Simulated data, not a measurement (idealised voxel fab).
Presented below is a process module, voxel lift off.
Displayed cross-section: cut, width of 285 nm, square cells sized 5 nm.
We lay out every cross-section as a grid of square cells and spell it out in bands from the top down, where one band means one or more rows of cells.
Basically the band line says how high the top is and how high the bottom is, in nm, and then what's in it from left to right, every material with its width in nm. Empty space shows up as "empty", and if a single material carries "all across" it runs the full band edge to edge.
Height is counted from the level 0, under which the received wafer is composed throughout of one material. The lowest of the bands is not closed at the bottom but continues downward, in the notation "0 down".
The width entry "30 to 40" should be interpreted row by row: the top row of cells in the band takes the first number, the bottom row takes the second number, and the change between adjacent rows is uniform throughout.
Step note "changes: none" = no cross-section cell changed.
The list in "Unvented cavities" covers empty spaces of 8 cells or more that cannot reach the top through any open way, and it gives each as width x height at distance; the distance is from the left edge, and width, height and distance are in nm.
On each step's line, the part that comes after the settings is the simulator's own comment on the step.
overlay nm: right-of-plan distance of the mask on a masked step; negative values mean left-of-plan.
## List of planned process steps
1) RECEIVE [material Si]
2) CONFORMAL_DEP [material Al2O3] [thk nm 15]
3) PATTERN [tone open] [mask id LINES] [material resist] [width nm 20] [pitch nm 40] [thk nm 30] [overlay nm 0]
4) DIRECTIONAL_DEP [material Ru] [thk nm 15]
5) STRIP [etch materials resist]
6) CONFORMAL_DEP [material SiO2] [thk nm 5]
## Step 1 complete: cross-section of the wafer as received
    0 down = Si all across
    Unvented cavities: none
## The first of two wafers, cross-sectioned at the end of the module, with the run proceeding as planned
    35 to 30 = 65 empty | 30 SiO2 | 10 empty | 30 SiO2 | 10 empty | 30 SiO2 | 10 empty | 30 SiO2 | 70 empty
    30 to 20 = 65 empty | 5 SiO2 | 20 Ru | 5 SiO2 | 10 empty | 5 SiO2 | 20 Ru | 5 SiO2 | 10 empty | 5 SiO2 | 20 Ru | 5 SiO2 | 10 empty | 5 SiO2 | 20 Ru | 5 SiO2 | 70 empty
    20 to 15 = 70 SiO2 | 20 Ru | 20 SiO2 | 20 Ru | 20 SiO2 | 20 Ru | 20 SiO2 | 20 Ru | 75 SiO2
    15 to 0 = Al2O3 all across
    0 down = Si all across
    Unvented cavities: none
## second wafer at the end: like start, like plan, one mistake
    50 to 45 = 65 empty | 30 SiO2 | 10 empty | 30 SiO2 | 10 empty | 30 SiO2 | 10 empty | 30 SiO2 | 70 empty
    45 to 35 = 65 empty | 5 SiO2 | 20 Ru | 5 SiO2 | 10 empty | 5 SiO2 | 20 Ru | 5 SiO2 | 10 empty | 5 SiO2 | 20 Ru | 5 SiO2 | 10 empty | 5 SiO2 | 20 Ru | 5 SiO2 | 70 empty
    35 to 30 = 70 SiO2 | 20 Ru | 20 SiO2 | 20 Ru | 20 SiO2 | 20 Ru | 20 SiO2 | 20 Ru | 75 SiO2
    30 to 0 = Al2O3 all across
    0 down = Si all across
    Unvented cavities: none
Where did the run depart from the plan? step 2 of the plan was performed twice
End check, counted in cells, second wafer has more or fewer of these materials than the first: +171 Al2O3
